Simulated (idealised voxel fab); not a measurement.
Process module in this document: voxel fin reveal
The cross-section shown here is cut; it is 215 nm wide and divided into square cells measuring 5 nm on a side.
For the purposes of this document, a cross-section shall be understood as a grid of square cells, specified as bands listed in top-to-bottom order, each band consisting of one or more rows of cells.
Heights first: top, then bottom, in nm. Then materials, left to right, each with a width in nm. "throughout" on a single material: fills the band edge to edge. "air": empty space.
It should be noted that heights are counted from 0, beneath which the wafer as supplied is of one material throughout, and that the lowest band possesses no lower boundary but continues downward, as written in "0 and below".
When a width is written as two numbers, as in "30..40", the first number is the width in the top row of cells of the band and the second is the width in its bottom row, and the width changes by the same amount from each row to the next.
The designation "remains unaltered", where it is given for a processing step, indicates that no cell of the cross-section was altered in the course of that step.
For the entry "Closed internal voids", the listed items are empty spaces with no open way to the top whose size is 8 cells or more; each item follows the pattern width x height at distance, where distance is from the left edge and all three are in nm.
Step line, after settings: the simulator's comment on this step.
overlay nm: for a step with a mask, the amount by which the mask lay right of where it was planned; a negative amount means left of it.

-- Listed below are the process steps as planned
1. RECEIVE [material Si]
2. CONFORMAL_DEP [material SiN] [thk nm 10]
3. MASKED_ETCH [tone cover] [mask id FINS] [width nm 15] [pitch nm 45] [etch materials SiN] [depth nm 10] [overlay nm 0]
4. MASKED_ETCH [tone cover] [mask id FINS] [width nm 15] [pitch nm 45] [etch materials Si] [depth nm 30] [overlay nm 0]
5. OXIDIZE [depth nm 5]
6. FILL_DEP [material SiO2] [thk nm 15]
7. CMP [height nm 10]
8. SELECTIVE_ETCH [etch materials SiO2] [depth nm 20]
9. STRIP [etch materials SiN]

-- The cross-section here shows the wafer as received, i.e. in its state after step 1
  0 and below  Si throughout
  Closed internal voids: none

-- Figure: cross-sectional view of the wafer upon completion of the module, processed from the initial state and according to the plan depicted above, with one error introduced during execution
  0 down to -5  70 Si  25 air  20 Si  25 air  75 Si
  -5 and below  Si throughout
  Closed internal voids: none
Where did the run depart from the plan? step 3 ran differently from the plan; actual operation with settings: MASKED_ETCH [tone open] [mask id FINS] [width nm 15] [pitch nm 45] [etch materials SiN] [depth nm 10] [overlay nm 0]
